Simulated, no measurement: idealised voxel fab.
process module | voxel ribs on slabs
cross-section cut | 205 nm wide | cells 5 nm
A cross-section is a grid of square cells, given in bands from the top down. A band is one or more rows of cells.
Each band's line starts with the height of the band's top and of its bottom, in nm. Then come its materials from left to right, each with its width in nm. One material with "throughout" fills the band from edge to edge. "air" is empty space.
Height 0 is the level under which the wafer as received is all one material. The lowest band goes on downwards, as in "0 down".
A width such as "30 to 40" changes by the same amount from each row of cells to the next, from the band's top row to its bottom row.
"no change" after a step means that no cell of the cross-section changed.
closed voids: empty space of 8 cells or more with no open way to the top, each as width x height at its distance from the left edge, in nm
after a step's settings: what the simulator itself notes on the step
overlay nm, on a step with a mask: how far to the right of its planned place the mask lay; to the left if negative
plan
1 op RECEIVE | material Si
2 op DIRECTIONAL_DEP | material SiO2 | thk nm 25
3 op DIRECTIONAL_DEP | material SiN | thk nm 15
4 op DIRECTIONAL_DEP | material aC | thk nm 15
5 op PATTERN | tone cover | mask id RIB | material resist | width nm 20 | thk nm 30 | overlay nm 0
6 op DIRECTIONAL_ETCH | etch materials aC | depth nm 15
7 op STRIP | etch materials resist
8 op DIRECTIONAL_ETCH | etch materials SiN | depth nm 5
9 op STRIP | etch materials aC
10 op MASKED_ETCH | tone cover | mask id SLAB | width nm 80 | etch materials SiN | depth nm 10 | overlay nm -15
11 op FILL_DEP | material SiO2 | thk nm 25
12 op CMP | height nm 55
13 op DIRECTIONAL_DEP | material TiN | thk nm 5
14 op PATTERN | tone cover | mask id HEATER | material resist | width nm 30 | thk nm 15 | overlay nm 0
15 op DIRECTIONAL_ETCH | etch materials TiN | depth nm 5
16 op STRIP | etch materials resist
17 op CONFORMAL_DEP | material SiO2 | thk nm 10
varied across the wafers: overlay nm of step 10. The plan shows the first wafer's value. All wafers start alike
first wafer as received, after step 1
  0 down: Si throughout
  closed voids: none
each wafer at the end: cells of each material gained (+) or lost (-) since it was received, then its closed voids
overlay nm -15 | +36 SiN | +501 SiO2 | +6 TiN | closed voids: none
overlay nm -10 | +36 SiN | +501 SiO2 | +6 TiN | closed voids: none
overlay nm -5 | +36 SiN | +501 SiO2 | +6 TiN | closed voids: none
overlay nm 0 | +36 SiN | +501 SiO2 | +6 TiN | closed voids: none
overlay nm 5 | +36 SiN | +501 SiO2 | +6 TiN | closed voids: none
overlay nm 10 | +36 SiN | +501 SiO2 | +6 TiN | closed voids: none
overlay nm 15 | +36 SiN | +501 SiO2 | +6 TiN | closed voids: none
